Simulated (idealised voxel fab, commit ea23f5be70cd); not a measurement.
The following is a process module called voxel lift off.
Xsec cut, 290 nm wide, square cell size 5 nm.
Cross-section, as written here: a square-cell grid given band by band from the top down, where a band holds one or more rows of cells. What a band's entry tells you: where the top is and where the bottom is, as heights in nm, and after that what lies inside, material by material from left to right, each with its width in nm. Empty space is written as the word "air", and a single material marked with the word "full width" occupies the band from edge to edge. Heights are expressed relative to 0, this being the level below which the as-received wafer comprises one material exclusively. The lowest band is unbounded in the downward direction and is denoted as in "0 -> down". You'd read "30->40" like this: the band's top row of cells is as wide as the first number, its bottom row is as wide as the second, and going down, every row changes width by the same amount as the row before did. It should be understood that the words "changes: none", when stated for a given step, signify that the cross-section underwent no change in any of its cells during that step. The list in "Enclosed void listing" covers empty spaces of 8 cells or more that cannot reach the top through any open way, and it gives each as width x height at distance; the distance is from the left edge, and width, height and distance are in nm. Whatever follows a step's settings on its line is a remark the simulator itself makes about that step. Each step line may optionally specify "overlay nm", which for a step with a mask gives the rightward distance between the mask's planned place and where it lay, a negative value indicating the leftward direction.

**This section lists the process steps that were planned**
1,RECEIVE, material Si
2,CONFORMAL_DEP, material SiO2, thk nm 10
3,PATTERN, tone open, mask id LINES, material resist, width nm 20, pitch nm 35, thk nm 20, overlay nm 0
4,DIRECTIONAL_DEP, material Ru, thk nm 10
5,STRIP, etch materials resist
6,CONFORMAL_DEP, material SiCN, thk nm 5

**As-received wafer cross-section (after step 1)**
0 -> down | Si full width
Enclosed void listing: none

**Same starting wafer, same plan as above, one mistake in the execution; this is the cross-section at the end of the module**
25 -> 20 | SiCN (85) | air (10) | SiCN (25) | air (10) | SiCN (25) | air (10) | SiCN (25) | air (10) | SiCN (90)
20 -> 15 | Ru (80) | SiCN (5) | air (10) | SiCN (5) | Ru (15) | SiCN (5) | air (10) | SiCN (5) | Ru (15) | SiCN (5) | air (10) | SiCN (5) | Ru (15) | SiCN (5) | air (10) | SiCN (5) | Ru (85)
15 -> 10 | Ru (80) | SiCN (20) | Ru (15) | SiCN (20) | Ru (15) | SiCN (20) | Ru (15) | SiCN (20) | Ru (85)
10 -> 0 | SiO2 full width
0 -> down | Si full width
Enclosed void listing: none
The mistake made against the process plan was this: note that step 3 departed from the planned setting and was carried out as PATTERN, tone cover, mask id LINES, material resist, width nm 20, pitch nm 35, thk nm 20, overlay nm 0
